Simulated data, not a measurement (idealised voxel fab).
process module | voxel spacer lines
cross-section cut | 220 nm wide | cells 5 nm
A cross-section is a grid of square cells, given in bands from the top down. A band is one or more rows of cells.
Each band's line starts with the height of the band's top and of its bottom, in nm. Then come its materials from left to right, each with its width in nm. One material with "throughout" fills the band from edge to edge. "air" is empty space.
Height 0 is the level under which the wafer as received is all one material. The lowest band goes on downwards, as in "0 down".
A width such as "30 to 40" changes by the same amount from each row of cells to the next, from the band's top row to its bottom row.
"no change" after a step means that no cell of the cross-section changed.
closed voids: empty space of 8 cells or more with no open way to the top, each as width x height at its distance from the left edge, in nm
after a step's settings: what the simulator itself notes on the step
overlay nm, on a step with a mask: how far to the right of its planned place the mask lay; to the left if negative
plan
1 op RECEIVE | material Si
2 op CONFORMAL_DEP | material Al2O3 | thk nm 5
3 op DIRECTIONAL_DEP | material TiN | thk nm 20
4 op DIRECTIONAL_DEP | material aC | thk nm 30
5 op PATTERN | tone cover | mask id MANDREL | material resist | width nm 20 | pitch nm 70 | thk nm 40 | overlay nm 0
6 op DIRECTIONAL_ETCH | etch materials aC | depth nm 30
7 op STRIP | etch materials resist
8 op CONFORMAL_DEP | material SiN | thk nm 15
9 op DIRECTIONAL_ETCH | etch materials SiN | depth nm 15
10 op STRIP | etch materials aC
11 op DIRECTIONAL_ETCH | etch materials TiN | depth nm 20
12 op STRIP | etch materials SiN
first wafer, as planned
as received, after step 1
  0 down: Si throughout
  closed voids: none
after step 2
  5 to 0: Al2O3 throughout
  below 0: unchanged
after step 3
  25 to 5: TiN throughout
  below 5: unchanged
after step 4
  55 to 25: aC throughout
  below 25: unchanged
after step 5
  95 to 55: air 30 | resist 20 | air 50 | resist 20 | air 50 | resist 20 | air 30
  below 55: unchanged
after step 6
  65 to 55: air 30 | resist 20 | air 50 | resist 20 | air 50 | resist 20 | air 30
  55 to 25: air 30 | aC 20 | air 50 | aC 20 | air 50 | aC 20 | air 30
  below 25: unchanged
after step 7
  55 to 25: air 30 | aC 20 | air 50 | aC 20 | air 50 | aC 20 | air 30
  below 25: unchanged
after step 8
  70 to 55: air 15 | SiN 50 | air 20 | SiN 50 | air 20 | SiN 50 | air 15
  55 to 40: air 15 | SiN 15 | aC 20 | SiN 15 | air 20 | SiN 15 | aC 20 | SiN 15 | air 20 | SiN 15 | aC 20 | SiN 15 | air 15
  40 to 25: SiN 30 | aC 20 | SiN 50 | aC 20 | SiN 50 | aC 20 | SiN 30
  below 25: unchanged
after step 9
  55 to 25: air 15 | SiN 15 | aC 20 | SiN 15 | air 20 | SiN 15 | aC 20 | SiN 15 | air 20 | SiN 15 | aC 20 | SiN 15 | air 15
  below 25: unchanged
after step 10
  55 to 25: air 15 | SiN 15 | air 20 | SiN 15 | air 20 | SiN 15 | air 20 | SiN 15 | air 20 | SiN 15 | air 20 | SiN 15 | air 15
  below 25: unchanged
after step 11
  55 to 25: air 15 | SiN 15 | air 20 | SiN 15 | air 20 | SiN 15 | air 20 | SiN 15 | air 20 | SiN 15 | air 20 | SiN 15 | air 15
  25 to 5: air 15 | TiN 15 | air 20 | TiN 15 | air 20 | TiN 15 | air 20 | TiN 15 | air 20 | TiN 15 | air 20 | TiN 15 | air 15
  below 5: unchanged
after step 12
  25 to 5: air 15 | TiN 15 | air 20 | TiN 15 | air 20 | TiN 15 | air 20 | TiN 15 | air 20 | TiN 15 | air 20 | TiN 15 | air 15
  below 5: unchanged
second wafer: like start, like plan, one mistake. Through step 2 it matches the first wafer
when step 3 should have ended
  45 to 5: TiN throughout
  below 5: unchanged
when step 4 should have ended
  75 to 45: aC throughout
  below 45: unchanged
when step 5 should have ended
  115 to 75: air 30 | resist 20 | air 50 | resist 20 | air 50 | resist 20 | air 30
  below 75: unchanged
when step 6 should have ended
  85 to 75: air 30 | resist 20 | air 50 | resist 20 | air 50 | resist 20 | air 30
  75 to 45: air 30 | aC 20 | air 50 | aC 20 | air 50 | aC 20 | air 30
  below 45: unchanged
when step 7 should have ended
  75 to 45: air 30 | aC 20 | air 50 | aC 20 | air 50 | aC 20 | air 30
  below 45: unchanged
when step 8 should have ended
  90 to 75: air 15 | SiN 50 | air 20 | SiN 50 | air 20 | SiN 50 | air 15
  75 to 60: air 15 | SiN 15 | aC 20 | SiN 15 | air 20 | SiN 15 | aC 20 | SiN 15 | air 20 | SiN 15 | aC 20 | SiN 15 | air 15
  60 to 45: SiN 30 | aC 20 | SiN 50 | aC 20 | SiN 50 | aC 20 | SiN 30
  below 45: unchanged
when step 9 should have ended
  75 to 45: air 15 | SiN 15 | aC 20 | SiN 15 | air 20 | SiN 15 | aC 20 | SiN 15 | air 20 | SiN 15 | aC 20 | SiN 15 | air 15
  below 45: unchanged
when step 10 should have ended
  75 to 45: air 15 | SiN 15 | air 20 | SiN 15 | air 20 | SiN 15 | air 20 | SiN 15 | air 20 | SiN 15 | air 20 | SiN 15 | air 15
  below 45: unchanged
when step 11 should have ended
  75 to 45: air 15 | SiN 15 | air 20 | SiN 15 | air 20 | SiN 15 | air 20 | SiN 15 | air 20 | SiN 15 | air 20 | SiN 15 | air 15
  45 to 25: air 15 | TiN 15 | air 20 | TiN 15 | air 20 | TiN 15 | air 20 | TiN 15 | air 20 | TiN 15 | air 20 | TiN 15 | air 15
  below 25: unchanged
when step 12 should have ended
  45 to 25: air 15 | TiN 15 | air 20 | TiN 15 | air 20 | TiN 15 | air 20 | TiN 15 | air 20 | TiN 15 | air 20 | TiN 15 | air 15
  below 25: unchanged
what went wrong: step 3 was run twice
at the end the second wafer has, in cells: 176 more of TiN
